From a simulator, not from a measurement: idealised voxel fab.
The document below concerns the process module designated voxel tone inversion.
The cross-section on display is named cut; it measures 200 nm wide, and its cells are 5 nm squares.
Reading order for cross-sections: top band down to bottom band. Underlying form: a grid of square cells. Band size: one or more rows of cells. Heads up on the band format: heights come first, top then bottom, in nm. After that it's the materials left to right, each with its width in nm. A single material flagged "full width" fills the whole band edge to edge, and "empty" means there's empty space there. Heights are reckoned from 0. Under this level, the received wafer is all of one material. The bottommost band is open-ended downward, for example "0 -> down". The two numbers in a width such as "30..40" mark its ends across the band: the first belongs to the top row of cells, the second to the bottom row, and from each row to the next the width moves by the same amount. What does "remained the same" mean for a step? It means no cell of the cross-section changed in that step. Each empty space that has no open way to the top and spans at least 8 cells appears under "Fully sealed cavities" as width x height at distance, the distance counted from the left edge, all in nm. Where a step's line continues beyond its settings, the continuation is a remark by the simulator itself on that step. Among the settings permitted on a step's line is "overlay nm"; applied to a step with a mask, it specifies the extent to which the mask lay to the right of its planned position, whereas a negative figure signifies a position to the left. Pairs from here to the end. Each: cross-section before one process step, cross-section after it, the latter only as far down as the lowest band that changed. Under each: the step between, and its settings. Mind that the pairs may be taken from different runs of this module on the same starting wafer; whether a pair continues from the pair above depends on its entry headed "Pre-step condition", and it does only where that entry says so.

Pre-step condition
  0 -> down | Si full width
  Fully sealed cavities: none

After the Step
  10 -> 0 | SiN full width
  Below a height of 0, the structure has not been altered.
  Fully sealed cavities: none
Between the two cross-sections above, the process step reads CONFORMAL_DEP with material SiN, thk nm 10

Pre-step condition: unchanged from the after cross-section in the pair immediately above; refer to that figure.

After the Step
  25 -> 10 | aC full width
  Below a height of 10, the structure has not been altered.
  Fully sealed cavities: none
Between the two cross-sections above, the process step reads DIRECTIONAL_DEP with material aC, thk nm 15

Pre-step condition: unchanged from the after cross-section in the pair immediately above; refer to that figure.

After the Step
  45 -> 25 | empty 55  resist 15  empty 20  resist 15  empty 20  resist 15  empty 60
  Below a height of 25, the structure has not been altered.
  Fully sealed cavities: none
Between the two cross-sections above, the process step reads PATTERN with tone cover, mask id POSTS, material resist, width nm 15, pitch nm 35, thk nm 20, overlay nm 0

Pre-step condition: unchanged from the after cross-section in the pair immediately above; refer to that figure.

After the Step
  30 -> 25 | empty 55  resist 15  empty 20  resist 15  empty 20  resist 15  empty 60
  25 -> 10 | empty 55  aC 15  empty 20  aC 15  empty 20  aC 15  empty 60
  Below a height of 10, the structure has not been altered.
  Fully sealed cavities: none
Between the two cross-sections above, the process step reads DIRECTIONAL_ETCH with etch materials aC, depth nm 15

Pre-step condition: unchanged from the after cross-section in the pair immediately above; refer to that figure.

After the Step
  25 -> 10 | empty 55  aC 15  empty 20  aC 15  empty 20  aC 15  empty 60
  Below a height of 10, the structure has not been altered.
  Fully sealed cavities: none
Between the two cross-sections above, the process step reads STRIP with etch materials resist

Pre-step condition: unchanged from the after cross-section in the pair immediately above; refer to that figure.

After the Step
  35 -> 25 | SiO2 full width
  25 -> 10 | SiO2 55  aC 15  SiO2 20  aC 15  SiO2 20  aC 15  SiO2 60
  Below a height of 10, the structure has not been altered.
  Fully sealed cavities: none
Between the two cross-sections above, the process step reads FILL_DEP with material SiO2, thk nm 10

Pre-step condition: unchanged from the after cross-section in the pair immediately above; refer to that figure.

After the Step
  25 -> 10 | SiO2 55  aC 15  SiO2 20  aC 15  SiO2 20  aC 15  SiO2 60
  Below a height of 10, the structure has not been altered.
  Fully sealed cavities: none
Between the two cross-sections above, the process step reads CMP with height nm 25

Pre-step condition: unchanged from the after cross-section in the pair immediately above; refer to that figure.

After the Step
  25 -> 10 | SiO2 55  empty 15  SiO2 20  empty 15  SiO2 20  empty 15  SiO2 60
  Below a height of 10, the structure has not been altered.
  Fully sealed cavities: none
Between the two cross-sections above, the process step reads STRIP with etch materials aC

Pre-step condition
  0 -> down | Si full width
  Fully sealed cavities: none

After the Step
  15 -> 0 | aC full width
  Below a height of 0, the structure has not been altered.
  Fully sealed cavities: none
Between the two cross-sections above, the process step reads DIRECTIONAL_DEP with material aC, thk nm 15

Pre-step condition: unchanged from the after cross-section in the pair immediately above; refer to that figure.

After the Step
  35 -> 15 | empty 55  resist 15  empty 20  resist 15  empty 20  resist 15  empty 60
  Below a height of 15, the structure has not been altered.
  Fully sealed cavities: none
Between the two cross-sections above, the process step reads PATTERN with tone cover, mask id POSTS, material resist, width nm 15, pitch nm 35, thk nm 20, overlay nm 0

Pre-step condition: unchanged from the after cross-section in the pair immediately above; refer to that figure.

After the Step
  20 -> 15 | empty 55  resist 15  empty 20  resist 15  empty 20  resist 15  empty 60
  15 -> 0 | empty 55  aC 15  empty 20  aC 15  empty 20  aC 15  empty 60
  Below a height of 0, the structure has not been altered.
  Fully sealed cavities: none
Between the two cross-sections above, the process step reads DIRECTIONAL_ETCH with etch materials aC, depth nm 15

Pre-step condition: unchanged from the after cross-section in the pair immediately above; refer to that figure.

After the Step
  15 -> 0 | empty 55  aC 15  empty 20  aC 15  empty 20  aC 15  empty 60
  Below a height of 0, the structure has not been altered.
  Fully sealed cavities: none
Between the two cross-sections above, the process step reads STRIP with etch materials resist

Pre-step condition: unchanged from the after cross-section in the pair immediately above; refer to that figure.

After the Step
  25 -> 15 | SiO2 full width
  15 -> 0 | SiO2 55  aC 15  SiO2 20  aC 15  SiO2 20  aC 15  SiO2 60
  Below a height of 0, the structure has not been altered.
  Fully sealed cavities: none
Between the two cross-sections above, the process step reads FILL_DEP with material SiO2, thk nm 10

Pre-step condition
  15 -> 0 | aC full width
  0 -> down | Si full width
  Fully sealed cavities: none

After the Step
  25 -> 15 | SiN full width
  Below a height of 15, the structure has not been altered.
  Fully sealed cavities: none
Between the two cross-sections above, the process step reads CONFORMAL_DEP with material SiN, thk nm 10

Pre-step condition: unchanged from the after cross-section in the pair immediately above; refer to that figure.

After the Step
  45 -> 25 | empty 55  resist 15  empty 20  resist 15  empty 20  resist 15  empty 60
  Below a height of 25, the structure has not been altered.
  Fully sealed cavities: none
Between the two cross-sections above, the process step reads PATTERN with tone cover, mask id POSTS, material resist, width nm 15, pitch nm 35, thk nm 20, overlay nm 0

Pre-step condition: unchanged from the after cross-section in the pair immediately above; refer to that figure.

After the Step
  30 -> 25 | empty 55  resist 15  empty 20  resist 15  empty 20  resist 15  empty 60
  Below a height of 25, the structure has not been altered.
  Fully sealed cavities: none
Between the two cross-sections above, the process step reads DIRECTIONAL_ETCH with etch materials aC, depth nm 15

Pre-step condition: unchanged from the after cross-section in the pair immediately above; refer to that figure.

After the Step
  25 -> 15 | SiN full width
  Below a height of 15, the structure has not been altered.
  Fully sealed cavities: none
Between the two cross-sections above, the process step reads STRIP with etch materials resist

Pre-step condition: unchanged from the after cross-section in the pair immediately above; refer to that figure.

After the Step
  35 -> 25 | SiO2 full width
  Below a height of 25, the structure has not been altered.
  Fully sealed cavities: none
Between the two cross-sections above, the process step reads FILL_DEP with material SiO2, thk nm 10

Pre-step condition: unchanged from the after cross-section in the pair immediately above; refer to that figure.

After the Step
  25 -> 15 | SiN full width
  Below a height of 15, the structure has not been altered.
  Fully sealed cavities: none
Between the two cross-sections above, the process step reads CMP with height nm 25

Pre-step condition
  0 -> down | Si full width
  Fully sealed cavities: none

After the Step
  15 -> 0 | SiN full width
  Below a height of 0, the structure has not been altered.
  Fully sealed cavities: none
Between the two cross-sections above, the process step reads CONFORMAL_DEP with material SiN, thk nm 15

Pre-step condition: unchanged from the after cross-section in the pair immediately above; refer to that figure.

After the Step
  30 -> 15 | aC full width
  Below a height of 15, the structure has not been altered.
  Fully sealed cavities: none
Between the two cross-sections above, the process step reads DIRECTIONAL_DEP with material aC, thk nm 15

Pre-step condition: unchanged from the after cross-section in the pair immediately above; refer to that figure.

After the Step
  50 -> 30 | empty 55  resist 15  empty 20  resist 15  empty 20  resist 15  empty 60
  Below a height of 30, the structure has not been altered.
  Fully sealed cavities: none
Between the two cross-sections above, the process step reads PATTERN with tone cover, mask id POSTS, material resist, width nm 15, pitch nm 35, thk nm 20, overlay nm 0

Pre-step condition: unchanged from the after cross-section in the pair immediately above; refer to that figure.

After the Step
  35 -> 30 | empty 55  resist 15  empty 20  resist 15  empty 20  resist 15  empty 60
  30 -> 15 | empty 55  aC 15  empty 20  aC 15  empty 20  aC 15  empty 60
  Below a height of 15, the structure has not been altered.
  Fully sealed cavities: none
Between the two cross-sections above, the process step reads DIRECTIONAL_ETCH with etch materials aC, depth nm 15

Pre-step condition: unchanged from the after cross-section in the pair immediately above; refer to that figure.

After the Step
  30 -> 15 | empty 55  aC 15  empty 20  aC 15  empty 20  aC 15  empty 60
  Below a height of 15, the structure has not been altered.
  Fully sealed cavities: none
Between the two cross-sections above, the process step reads STRIP with etch materials resist

Pre-step condition: unchanged from the after cross-section in the pair immediately above; refer to that figure.

After the Step
  40 -> 30 | SiO2 full width
  30 -> 15 | SiO2 55  aC 15  SiO2 20  aC 15  SiO2 20  aC 15  SiO2 60
  Below a height of 15, the structure has not been altered.
  Fully sealed cavities: none
Between the two cross-sections above, the process step reads FILL_DEP with material SiO2, thk nm 10

Pre-step condition: unchanged from the after cross-section in the pair immediately above; refer to that figure.

After the Step
  25 -> 15 | SiO2 55  aC 15  SiO2 20  aC 15  SiO2 20  aC 15  SiO2 60
  Below a height of 15, the structure has not been altered.
  Fully sealed cavities: none
Between the two cross-sections above, the process step reads CMP with height nm 25

Pre-step condition: unchanged from the after cross-section in the pair immediately above; refer to that figure.

After the Step
  25 -> 15 | SiO2 55  empty 15  SiO2 20  empty 15  SiO2 20  empty 15  SiO2 60
  Below a height of 15, the structure has not been altered.
  Fully sealed cavities: none
Between the two cross-sections above, the process step reads STRIP with etch materials aC

Pre-step condition
  25 -> 10 | aC full width
  10 -> 0 | SiN full width
  0 -> down | Si full width
  Fully sealed cavities: none

After the Step
  45 -> 25 | empty 55  resist 20  empty 15  resist 20  empty 15  resist 20  empty 55
  Below a height of 25, the structure has not been altered.
  Fully sealed cavities: none
Between the two cross-sections above, the process step reads PATTERN with tone cover, mask id POSTS, material resist, width nm 20, pitch nm 35, thk nm 20, overlay nm 0

Pre-step condition: unchanged from the after cross-section in the pair immediately above; refer to that figure.

After the Step
  30 -> 25 | empty 55  resist 20  empty 15  resist 20  empty 15  resist 20  empty 55
  25 -> 10 | empty 55  aC 20  empty 15  aC 20  empty 15  aC 20  empty 55
  Below a height of 10, the structure has not been altered.
  Fully sealed cavities: none
Between the two cross-sections above, the process step reads DIRECTIONAL_ETCH with etch materials aC, depth nm 15

Pre-step condition: unchanged from the after cross-section in the pair immediately above; refer to that figure.

After the Step
  25 -> 10 | empty 55  aC 20  empty 15  aC 20  empty 15  aC 20  empty 55
  Below a height of 10, the structure has not been altered.
  Fully sealed cavities: none
Between the two cross-sections above, the process step reads STRIP with etch materials resist

Pre-step condition: unchanged from the after cross-section in the pair immediately above; refer to that figure.

After the Step
  35 -> 25 | SiO2 full width
  25 -> 10 | SiO2 55  aC 20  SiO2 15  aC 20  SiO2 15  aC 20  SiO2 55
  Below a height of 10, the structure has not been altered.
  Fully sealed cavities: none
Between the two cross-sections above, the process step reads FILL_DEP with material SiO2, thk nm 10

Pre-step condition: unchanged from the after cross-section in the pair immediately above; refer to that figure.

After the Step
  25 -> 10 | SiO2 55  aC 20  SiO2 15  aC 20  SiO2 15  aC 20  SiO2 55
  Below a height of 10, the structure has not been altered.
  Fully sealed cavities: none
Between the two cross-sections above, the process step reads CMP with height nm 25

Pre-step condition: unchanged from the after cross-section in the pair immediately above; refer to that figure.

After the Step
  25 -> 10 | SiO2 55  empty 20  SiO2 15  empty 20  SiO2 15  empty 20  SiO2 55
  Below a height of 10, the structure has not been altered.
  Fully sealed cavities: none
Between the two cross-sections above, the process step reads STRIP with etch materials aC

Pre-step condition
  25 -> 10 | aC full width
  10 -> 0 | SiN full width
  0 -> down | Si full width
  Fully sealed cavities: none

After the Step
  45 -> 25 | empty 60  resist 15  empty 20  resist 15  empty 20  resist 15  empty 55
  Below a height of 25, the structure has not been altered.
  Fully sealed cavities: none
Between the two cross-sections above, the process step reads PATTERN with tone cover, mask id POSTS, material resist, width nm 15, pitch nm 35, thk nm 20, overlay nm 5

Pre-step condition: unchanged from the after cross-section in the pair immediately above; refer to that figure.

After the Step
  30 -> 25 | empty 60  resist 15  empty 20  resist 15  empty 20  resist 15  empty 55
  25 -> 10 | empty 60  aC 15  empty 20  aC 15  empty 20  aC 15  empty 55
  Below a height of 10, the structure has not been altered.
  Fully sealed cavities: none
Between the two cross-sections above, the process step reads DIRECTIONAL_ETCH with etch materials aC, depth nm 15

Pre-step condition: unchanged from the after cross-section in the pair immediately above; refer to that figure.

After the Step
  25 -> 10 | empty 60  aC 15  empty 20  aC 15  empty 20  aC 15  empty 55
  Below a height of 10, the structure has not been altered.
  Fully sealed cavities: none
Between the two cross-sections above, the process step reads STRIP with etch materials resist

Pre-step condition: unchanged from the after cross-section in the pair immediately above; refer to that figure.

After the Step
  35 -> 25 | SiO2 full width
  25 -> 10 | SiO2 60  aC 15  SiO2 20  aC 15  SiO2 20  aC 15  SiO2 55
  Below a height of 10, the structure has not been altered.
  Fully sealed cavities: none
Between the two cross-sections above, the process step reads FILL_DEP with material SiO2, thk nm 10

Pre-step condition: unchanged from the after cross-section in the pair immediately above; refer to that figure.

After the Step
  25 -> 10 | SiO2 60  aC 15  SiO2 20  aC 15  SiO2 20  aC 15  SiO2 55
  Below a height of 10, the structure has not been altered.
  Fully sealed cavities: none
Between the two cross-sections above, the process step reads CMP with height nm 25

Pre-step condition: unchanged from the after cross-section in the pair immediately above; refer to that figure.

After the Step
  25 -> 10 | SiO2 60  empty 15  SiO2 20  empty 15  SiO2 20  empty 15  SiO2 55
  Below a height of 10, the structure has not been altered.
  Fully sealed cavities: none
Between the two cross-sections above, the process step reads STRIP with etch materials aC

Pre-step condition
  25 -> 10 | empty 55  aC 15  empty 20  aC 15  empty 20  aC 15  empty 60
  10 -> 0 | SiN full width
  0 -> down | Si full width
  Fully sealed cavities: none

After the Step
  35 -> 25 | SiN full width
  25 -> 10 | SiN 55  aC 15  SiN 20  aC 15  SiN 20  aC 15  SiN 60
  Below a height of 10, the structure has not been altered.
  Fully sealed cavities: none
Between the two cross-sections above, the process step reads FILL_DEP with material SiN, thk nm 10

Pre-step condition: unchanged from the after cross-section in the pair immediately above; refer to that figure.

After the Step
  25 -> 10 | SiN 55  aC 15  SiN 20  aC 15  SiN 20  aC 15  SiN 60
  Below a height of 10, the structure has not been altered.
  Fully sealed cavities: none
Between the two cross-sections above, the process step reads CMP with height nm 25

Pre-step condition: unchanged from the after cross-section in the pair immediately above; refer to that figure.

After the Step
  25 -> 10 | SiN 55  empty 15  SiN 20  empty 15  SiN 20  empty 15  SiN 60
  Below a height of 10, the structure has not been altered.
  Fully sealed cavities: none
Between the two cross-sections above, the process step reads STRIP with etch materials aC

Pre-step condition
  25 -> 10 | aC full width
  10 -> 0 | SiN full width
  0 -> down | Si full width
  Fully sealed cavities: none

After the Step
  45 -> 25 | resist 55  empty 15  resist 20  empty 15  resist 20  empty 15  resist 60
  Below a height of 25, the structure has not been altered.
  Fully sealed cavities: none
Between the two cross-sections above, the process step reads PATTERN with tone open, mask id POSTS, material resist, width nm 15, pitch nm 35, thk nm 20, overlay nm 0

Pre-step condition: unchanged from the after cross-section in the pair immediately above; refer to that figure.

After the Step
  30 -> 25 | resist 55  empty 15  resist 20  empty 15  resist 20  empty 15  resist 60
  25 -> 10 | aC 55  empty 15  aC 20  empty 15  aC 20  empty 15  aC 60
  Below a height of 10, the structure has not been altered.
  Fully sealed cavities: none
Between the two cross-sections above, the process step reads DIRECTIONAL_ETCH with etch materials aC, depth nm 15

Pre-step condition: unchanged from the after cross-section in the pair immediately above; refer to that figure.

After the Step
  25 -> 10 | aC 55  empty 15  aC 20  empty 15  aC 20  empty 15  aC 60
  Below a height of 10, the structure has not been altered.
  Fully sealed cavities: none
Between the two cross-sections above, the process step reads STRIP with etch materials resist

Pre-step condition: unchanged from the after cross-section in the pair immediately above; refer to that figure.

After the Step
  35 -> 25 | SiO2 full width
  25 -> 10 | aC 55  SiO2 15  aC 20  SiO2 15  aC 20  SiO2 15  aC 60
  Below a height of 10, the structure has not been altered.
  Fully sealed cavities: none
Between the two cross-sections above, the process step reads FILL_DEP with material SiO2, thk nm 10

Pre-step condition: unchanged from the after cross-section in the pair immediately above; refer to that figure.

After the Step
  25 -> 10 | aC 55  SiO2 15  aC 20  SiO2 15  aC 20  SiO2 15  aC 60
  Below a height of 10, the structure has not been altered.
  Fully sealed cavities: none
Between the two cross-sections above, the process step reads CMP with height nm 25

Pre-step condition: unchanged from the after cross-section in the pair immediately above; refer to that figure.

After the Step
  25 -> 10 | empty 55  SiO2 15  empty 20  SiO2 15  empty 20  SiO2 15  empty 60
  Below a height of 10, the structure has not been altered.
  Fully sealed cavities: none
Between the two cross-sections above, the process step reads STRIP with etch materials aC
